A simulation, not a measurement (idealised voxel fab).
This is a process module. Its name is voxel self aligned vias.
The cross-section on display is named cut; it measures 200 nm wide, and its cells are 5 nm squares.
The cross-sections in this document take the form of a grid made of square cells. They are written out as bands, in order from top to bottom. Each band consists of one or more rows of cells. Band entry format. Leading values: height of top, height of bottom, nm. Remainder: materials in left-to-right order, each with its width in nm. Special words: "everywhere" on a single material, which then fills the band edge to edge; "empty", empty space. The level at which height equals 0 is the one under which the wafer, as it arrives, is entirely one material. No lower edge exists for the bottom band, which continues downward and is notated as in "0 -> down". Width "30..40": first value at the band's top row of cells, second value at its bottom row, equal change from row to row. Reading "no modification" for a step: not a cell of the cross-section changed in it. "closed voids" specifies each empty space that is not open to the top and that occupies no fewer than 8 cells, using the form width x height at distance, the distance measured from the left edge and all three quantities in nm. Heads up: the bit after the settings on a step's line is the simulator's remark on that step. overlay nm: step with mask; distance mask lay right of planned place; negative value = left of planned place.
Process steps foreseen in the plan:
1. RECEIVE: material Si
2. CONFORMAL_DEP: material SiO2, thk nm 15
3. CONFORMAL_DEP: material SiCN, thk nm 5
4. DIRECTIONAL_DEP: material SiO2, thk nm 20
5. DIRECTIONAL_DEP: material aC, thk nm 10
6. PATTERN: tone open, mask id LINES, material resist, width nm 20, pitch nm 65, thk nm 25, overlay nm 0
7. DIRECTIONAL_ETCH: etch materials aC, depth nm 10
8. STRIP: etch materials resist
9. DIRECTIONAL_ETCH: etch materials SiO2, depth nm 20
10. STRIP: etch materials aC
11. CONFORMAL_DEP: material TiN, thk nm 5
12. FILL_DEP: material Ru, thk nm 5
13. CMP: height nm 40
14. SELECTIVE_ETCH: etch materials W Ru TiN, depth nm 10
15. FILL_DEP: material SiN, thk nm 5
16. CMP: height nm 40
17. DIRECTIONAL_DEP: material SiO2, thk nm 20
18. PATTERN: tone open, mask id VIAS, material resist, width nm 40, pitch nm 65, thk nm 20, overlay nm 0
19. DIRECTIONAL_ETCH: etch materials SiO2, depth nm 20
20. DIRECTIONAL_ETCH: etch materials SiN, depth nm 10
21. STRIP: etch materials resist
22. CONFORMAL_DEP: material TiN, thk nm 5
23. FILL_DEP: material W, thk nm 10
24. CMP: height nm 60
25. CONFORMAL_DEP: material SiN, thk nm 5
Cross-section, incoming material, after step 1:
	0 -> down: Si everywhere
	closed voids: none
First wafer of two, sectioned at end of module; run went per plan:
	65 -> 60: SiN everywhere
	60 -> 45: 45 of SiO2, 5 of TiN, 30 of W, 5 of TiN, 25 of SiO2, 5 of TiN, 30 of W, 5 of TiN, 50 of SiO2
	45 -> 35: 45..55 of SiO2, 15..5 of TiN, 10 of W, 15..5 of TiN, 25..45 of SiO2, 15..5 of TiN, 10 of W, 15..5 of TiN, 50..60 of SiO2
	35 -> 30: 55 of SiO2, 20 of TiN, 45 of SiO2, 20 of TiN, 60 of SiO2
	30 -> 25: 55 of SiO2, 5 of TiN, 10 of Ru, 5 of TiN, 45 of SiO2, 5 of TiN, 10 of Ru, 5 of TiN, 60 of SiO2
	25 -> 20: 55 of SiO2, 20 of TiN, 45 of SiO2, 20 of TiN, 60 of SiO2
	20 -> 15: SiCN everywhere
	15 -> 0: SiO2 everywhere
	0 -> down: Si everywhere
	closed voids: none
This is the second of the two wafers, cross-sectioned at the end of the module; it started exactly like the first and was given the same plan, but it was run with one mistake:
	65 -> 60: SiN everywhere
	60 -> 45: 40 of W, 5 of TiN, 40 of SiO2, 5 of TiN, 15 of W, 5 of TiN, 40 of SiO2, 5 of TiN, 45 of W
	45 -> 40: 45 of TiN, 40 of SiO2, 25 of TiN, 40 of SiO2, 50 of TiN
	40 -> 30: 55 of SiO2, 20 of SiN, 45 of SiO2, 20 of SiN, 60 of SiO2
	30 -> 25: 55 of SiO2, 5 of TiN, 10 of Ru, 5 of TiN, 45 of SiO2, 5 of TiN, 10 of Ru, 5 of TiN, 60 of SiO2
	25 -> 20: 55 of SiO2, 20 of TiN, 45 of SiO2, 20 of TiN, 60 of SiO2
	20 -> 15: SiCN everywhere
	15 -> 0: SiO2 everywhere
	0 -> down: Si everywhere
	closed voids: none
What went wrong in running the wafer? note that step 18 departed from the planned setting and was carried out as PATTERN: tone cover, mask id VIAS, material resist, width nm 40, pitch nm 65, thk nm 20, overlay nm 0
The second wafer ends with more or fewer cells of some materials than the first, per final count: 16 more of SiN; 32 fewer of SiO2; 16 more of W
